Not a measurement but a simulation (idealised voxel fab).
Module name: voxel gate over fins (process module)
Section shown: cut. Width: 265 nm. Cell size: 5 nm, square.
Notation: cross-section as square-cell grid; stated in bands, top first, going down; one or more cell rows per band.
Heads up on the band format: heights come first, top then bottom, in nm. After that it's the materials left to right, each with its width in nm. A single material flagged "edge to edge" fills the whole band edge to edge, and "blank" means there's empty space there.
The reference from which all heights are counted is 0, the level beneath which the as-received wafer is entirely one material; the lowest band, having no lower bound, proceeds downward and is written after the example "0 -> down".
When a width is written as two numbers, as in "30->40", the first number is the width in the top row of cells of the band and the second is the width in its bottom row, and the width changes by the same amount from each row to the next.
No cell of the cross-section changed in a step that is given as "no alteration".
Look at "Enclosed void inventory" for the closed voids: empty spaces with no open path to the top, sized 8 cells or up. Each is width x height at distance, distance from the left edge, all nm.
On each step's line, the part that comes after the settings is the simulator's own comment on the step.
For masked steps, "overlay nm" on the step line gives how far right of plan the mask actually lay; a minus sign means it lay to the left.
-- Planned process steps
1. op RECEIVE | material Si
2. op CONFORMAL_DEP | material SiN | thk nm 5
3. op MASKED_ETCH | tone cover | mask id FINS | width nm 15 | pitch nm 50 | etch materials SiN | depth nm 5 | overlay nm 0
4. op MASKED_ETCH | tone cover | mask id FINS | width nm 15 | pitch nm 50 | etch materials Si | depth nm 35 | overlay nm 0
5. op FILL_DEP | material SiO2 | thk nm 5
6. op CMP | height nm 5
7. op DIRECTIONAL_DEP | material aC | thk nm 15
8. op PATTERN | tone open | mask id RAIL | material resist | width nm 15 | thk nm 35 | overlay nm 0
9. op DIRECTIONAL_ETCH | etch materials aC | depth nm 15
10. op STRIP | etch materials resist
11. op DIRECTIONAL_ETCH | etch materials SiO2 | depth nm 35
12. op STRIP | etch materials aC
13. op CONFORMAL_DEP | material TiN | thk nm 5
14. op FILL_DEP | material W | thk nm 5
15. op CMP | height nm 5
16. op SELECTIVE_ETCH | etch materials W Ru TiN | depth nm 30
17. op FILL_DEP | material SiO2 | thk nm 5
18. op CMP | height nm 5
19. op SELECTIVE_ETCH | etch materials SiO2 | depth nm 20
20. op STRIP | etch materials SiN
21. op CONFORMAL_DEP | material HfO2 | thk nm 5
22. op CONFORMAL_DEP | material TiN | thk nm 5
23. op FILL_DEP | material W | thk nm 15
24. op CMP | height nm 20
25. op CONFORMAL_DEP | material SiN | thk nm 10
-- First wafer out of two, processed as planned
-- As-received state of the wafer in cross-section, equivalent to post-step 1
* 0 -> down: Si edge to edge
* Enclosed void inventory: none
-- How the wafer stands in section after step 2
* 5 -> 0: SiN edge to edge
* Under 0: no change, same as before.
-- How the wafer stands in section after step 3
* 5 -> 0: 75 blank  15 SiN  35 blank  15 SiN  35 blank  15 SiN  75 blank
* Under 0: no change, same as before.
-- How the wafer stands in section after step 4
* 5 -> 0: 75 blank  15 SiN  35 blank  15 SiN  35 blank  15 SiN  75 blank
* 0 -> -35: 75 blank  15 Si  35 blank  15 Si  35 blank  15 Si  75 blank
* Under -35: no change, same as before.
-- How the wafer stands in section after step 5
* 10 -> 5: SiO2 edge to edge
* 5 -> 0: 75 SiO2  15 SiN  35 SiO2  15 SiN  35 SiO2  15 SiN  75 SiO2
* 0 -> -35: 75 SiO2  15 Si  35 SiO2  15 Si  35 SiO2  15 Si  75 SiO2
* Under -35: no change, same as before.
-- How the wafer stands in section after step 6
* 5 -> 0: 75 SiO2  15 SiN  35 SiO2  15 SiN  35 SiO2  15 SiN  75 SiO2
* Under 0: no change, same as before.
-- How the wafer stands in section after step 7
* 20 -> 5: aC edge to edge
* Under 5: no change, same as before.
-- How the wafer stands in section after step 8
* 55 -> 20: 100 resist  15 blank  150 resist
* Under 20: no change, same as before.
-- How the wafer stands in section after step 9
* 40 -> 20: 100 resist  15 blank  150 resist
* 20 -> 5: 100 aC  15 blank  150 aC
* Under 5: no change, same as before.
-- How the wafer stands in section after step 10
* 20 -> 5: 100 aC  15 blank  150 aC
* Under 5: no change, same as before.
-- How the wafer stands in section after step 11
* 20 -> 5: 100 aC  15 blank  150 aC
* 5 -> 0: 75 SiO2  15 SiN  10 SiO2  15 blank  10 SiO2  15 SiN  35 SiO2  15 SiN  75 SiO2
* 0 -> -30: 75 SiO2  15 Si  10 SiO2  15 blank  10 SiO2  15 Si  35 SiO2  15 Si  75 SiO2
* Under -30: no change, same as before.
-- How the wafer stands in section after step 12
* 5 -> 0: 75 SiO2  15 SiN  10 SiO2  15 blank  10 SiO2  15 SiN  35 SiO2  15 SiN  75 SiO2
* Under 0: no change, same as before.
-- How the wafer stands in section after step 13
* 10 -> 5: 105 TiN  5 blank  155 TiN
* 5 -> 0: 75 SiO2  15 SiN  10 SiO2  5 TiN  5 blank  5 TiN  10 SiO2  15 SiN  35 SiO2  15 SiN  75 SiO2
* 0 -> -25: 75 SiO2  15 Si  10 SiO2  5 TiN  5 blank  5 TiN  10 SiO2  15 Si  35 SiO2  15 Si  75 SiO2
* -25 -> -30: 75 SiO2  15 Si  10 SiO2  15 TiN  10 SiO2  15 Si  35 SiO2  15 Si  75 SiO2
* Under -30: no change, same as before.
-- How the wafer stands in section after step 14
* 15 -> 10: W edge to edge
* 10 -> 5: 105 TiN  5 W  155 TiN
* 5 -> 0: 75 SiO2  15 SiN  10 SiO2  5 TiN  5 W  5 TiN  10 SiO2  15 SiN  35 SiO2  15 SiN  75 SiO2
* 0 -> -25: 75 SiO2  15 Si  10 SiO2  5 TiN  5 W  5 TiN  10 SiO2  15 Si  35 SiO2  15 Si  75 SiO2
* Under -25: no change, same as before.
-- How the wafer stands in section after step 15
* 5 -> 0: 75 SiO2  15 SiN  10 SiO2  5 TiN  5 W  5 TiN  10 SiO2  15 SiN  35 SiO2  15 SiN  75 SiO2
* Under 0: no change, same as before.
-- How the wafer stands in section after step 16
* 5 -> 0: 75 SiO2  15 SiN  10 SiO2  15 blank  10 SiO2  15 SiN  35 SiO2  15 SiN  75 SiO2
* 0 -> -25: 75 SiO2  15 Si  10 SiO2  15 blank  10 SiO2  15 Si  35 SiO2  15 Si  75 SiO2
* Under -25: no change, same as before.
-- How the wafer stands in section after step 17
* 10 -> 5: SiO2 edge to edge
* 5 -> 0: 75 SiO2  15 SiN  35 SiO2  15 SiN  35 SiO2  15 SiN  75 SiO2
* 0 -> -25: 75 SiO2  15 Si  35 SiO2  15 Si  35 SiO2  15 Si  75 SiO2
* Under -25: no change, same as before.
-- How the wafer stands in section after step 18
* 5 -> 0: 75 SiO2  15 SiN  35 SiO2  15 SiN  35 SiO2  15 SiN  75 SiO2
* Under 0: no change, same as before.
-- How the wafer stands in section after step 19
* 5 -> 0: 75 blank  15 SiN  35 blank  15 SiN  35 blank  15 SiN  75 blank
* 0 -> -15: 75 blank  15 Si  35 blank  15 Si  35 blank  15 Si  75 blank
* Under -15: no change, same as before.
-- How the wafer stands in section after step 20
* 0 -> -15: 75 blank  15 Si  35 blank  15 Si  35 blank  15 Si  75 blank
* Under -15: no change, same as before.
-- How the wafer stands in section after step 21
* 5 -> 0: 70 blank  25 HfO2  25 blank  25 HfO2  25 blank  25 HfO2  70 blank
* 0 -> -10: 70 blank  5 HfO2  15 Si  5 HfO2  25 blank  5 HfO2  15 Si  5 HfO2  25 blank  5 HfO2  15 Si  5 HfO2  70 blank
* -10 -> -15: 75 HfO2  15 Si  35 HfO2  15 Si  35 HfO2  15 Si  75 HfO2
* Under -15: no change, same as before.
-- How the wafer stands in section after step 22
* 10 -> 5: 65 blank  35 TiN  15 blank  35 TiN  15 blank  35 TiN  65 blank
* 5 -> 0: 65 blank  5 TiN  25 HfO2  5 TiN  15 blank  5 TiN  25 HfO2  5 TiN  15 blank  5 TiN  25 HfO2  5 TiN  65 blank
* 0 -> -5: 65 blank  5 TiN  5 HfO2  15 Si  5 HfO2  5 TiN  15 blank  5 TiN  5 HfO2  15 Si  5 HfO2  5 TiN  15 blank  5 TiN  5 HfO2  15 Si  5 HfO2  5 TiN  65 blank
* -5 -> -10: 70 TiN  5 HfO2  15 Si  5 HfO2  25 TiN  5 HfO2  15 Si  5 HfO2  25 TiN  5 HfO2  15 Si  5 HfO2  70 TiN
* Under -10: no change, same as before.
-- How the wafer stands in section after step 23
* 25 -> 10: W edge to edge
* 10 -> 5: 65 W  35 TiN  15 W  35 TiN  15 W  35 TiN  65 W
* 5 -> 0: 65 W  5 TiN  25 HfO2  5 TiN  15 W  5 TiN  25 HfO2  5 TiN  15 W  5 TiN  25 HfO2  5 TiN  65 W
* 0 -> -5: 65 W  5 TiN  5 HfO2  15 Si  5 HfO2  5 TiN  15 W  5 TiN  5 HfO2  15 Si  5 HfO2  5 TiN  15 W  5 TiN  5 HfO2  15 Si  5 HfO2  5 TiN  65 W
* Under -5: no change, same as before.
-- How the wafer stands in section after step 24
* 20 -> 10: W edge to edge
* Under 10: no change, same as before.
-- How the wafer stands in section after step 25
* 30 -> 20: SiN edge to edge
* Under 20: no change, same as before.
-- The second wafer began exactly as the first did and followed the same plan, but one mistake was made while running it; through step 24 inclusive, the two wafers are identical
-- Second wafer at the planned finish of step 25, seen in cross-section
* 30 -> 20: HfO2 edge to edge
* Under 20: no change, same as before.
Against the plan, the run slipped here: step 25 ran with different settings than intended, the actual operation and settings being op CONFORMAL_DEP | material HfO2 | thk nm 10
Wafer comparison, final, in cells, second relative to first, materials more or fewer: +106 HfO2; -106 SiN
